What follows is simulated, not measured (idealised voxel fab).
A process module follows: voxel air gaps.
FYI the section here is cut, 240 nm wide, cells are 5 nm squares.
This document writes a cross-section as a grid whose cells are square, and gives it as bands, listed from the top down; one or more rows of cells form a band.
Top height, bottom height, nm. Materials left to right, width each, nm. Single material + "edge to edge" = fills band edge to edge. "blank" = empty.
Height reference: 0 = level under which incoming wafer is all one material. Lowest band: no bottom, runs on downward, e.g. "0 -> down".
The expression "30..40" gives the width at the extremes of the band, the first number at its top row of cells and the second at its bottom row, with the width changing by equal amounts from each row to the next in between.
For the purposes of this document, the phrase "nothing altered" attached to a step denotes that no cell within the cross-section was modified by that step.
This entry, "Trapped voids", enumerates those empty regions of no fewer than 8 cells that possess no open connection to the top. Each region is reported in the form width x height at distance, the distance being taken from the left edge, with all three quantities expressed in nm.
after a step's settings: what the simulator itself notes on the step
The optional step-line setting "overlay nm" applies to steps with a mask and quantifies how far to the right of its planned location the mask lay, a negative value indicating leftward placement.

**List of planned process steps**
- 1: RECEIVE, material Si
- 2: CONFORMAL_DEP, material SiO2, thk nm 15
- 3: CONFORMAL_DEP, material SiCN, thk nm 5
- 4: DIRECTIONAL_DEP, material SiO2, thk nm 30
- 5: PATTERN, tone open, mask id LINES, material resist, width nm 20, pitch nm 45, thk nm 20, overlay nm 0
- 6: DIRECTIONAL_ETCH, etch materials SiO2, depth nm 30
- 7: STRIP, etch materials resist
- 8: CONFORMAL_DEP, material TiN, thk nm 5
- 9: FILL_DEP, material W, thk nm 10
- 10: CMP, height nm 50
- 11: EPI, material Ru, thk nm 10
- 12: SELECTIVE_ETCH, etch materials SiO2, depth nm 40
- 13: CONFORMAL_DEP, material SiCN, thk nm 5

**Here's what the wafer looked like in cross-section when it arrived - that's after step 1**
- 0 -> down | Si edge to edge
- Trapped voids: none

**Wafer cross-section at module end: first of two, run to plan**
- 65 -> 60 | blank 25  SiCN 185  blank 30
- 60 -> 50 | blank 25  SiCN 5  Ru 40  SiCN 5  Ru 40  SiCN 5  Ru 40  SiCN 5  Ru 40  SiCN 5  blank 30
- 50 -> 45 | blank 25  SiCN 15  TiN 5  W 10  TiN 5  SiCN 25  TiN 5  W 10  TiN 5  SiCN 25  TiN 5  W 10  TiN 5  SiCN 25  TiN 5  W 10  TiN 5  SiCN 15  blank 30
- 45 -> 25 | blank 35  SiCN 5  TiN 5  W 10  TiN 5  SiCN 5  blank 15  SiCN 5  TiN 5  W 10  TiN 5  SiCN 5  blank 15  SiCN 5  TiN 5  W 10  TiN 5  SiCN 5  blank 15  SiCN 5  TiN 5  W 10  TiN 5  SiCN 5  blank 40
- 25 -> 20 | SiCN 40  TiN 20  SiCN 25  TiN 20  SiCN 25  TiN 20  SiCN 25  TiN 20  SiCN 45
- 20 -> 15 | SiCN edge to edge
- 15 -> 0 | SiO2 edge to edge
- 0 -> down | Si edge to edge
- Trapped voids: 15 x 20 at 65; 15 x 20 at 110; 15 x 20 at 155

**Cross-sectional view of the second of two wafers upon completion of the module. This wafer shared its starting condition and process plan with the first; one error was made during its execution**
- 65 -> 60 | blank 30  SiCN 185  blank 25
- 60 -> 50 | blank 30  SiCN 5  Ru 40  SiCN 5  Ru 40  SiCN 5  Ru 40  SiCN 5  Ru 40  SiCN 5  blank 25
- 50 -> 45 | blank 30  SiCN 15  TiN 5  W 10  TiN 5  SiCN 25  TiN 5  W 10  TiN 5  SiCN 25  TiN 5  W 10  TiN 5  SiCN 25  TiN 5  W 10  TiN 5  SiCN 15  blank 25
- 45 -> 25 | blank 40  SiCN 5  TiN 5  W 10  TiN 5  SiCN 5  blank 15  SiCN 5  TiN 5  W 10  TiN 5  SiCN 5  blank 15  SiCN 5  TiN 5  W 10  TiN 5  SiCN 5  blank 15  SiCN 5  TiN 5  W 10  TiN 5  SiCN 5  blank 35
- 25 -> 20 | SiCN 45  TiN 20  SiCN 25  TiN 20  SiCN 25  TiN 20  SiCN 25  TiN 20  SiCN 40
- 20 -> 15 | SiCN edge to edge
- 15 -> 0 | SiO2 edge to edge
- 0 -> down | Si edge to edge
- Trapped voids: 15 x 20 at 70; 15 x 20 at 115; 15 x 20 at 160
Here's what went sideways: step 5: run off-plan, actual operation and settings PATTERN, tone open, mask id LINES, material resist, width nm 20, pitch nm 45, thk nm 20, overlay nm 5
Upon completion, the cell count for each material on the second wafer equals that on the first, whereas the spatial distribution of those cells differs.
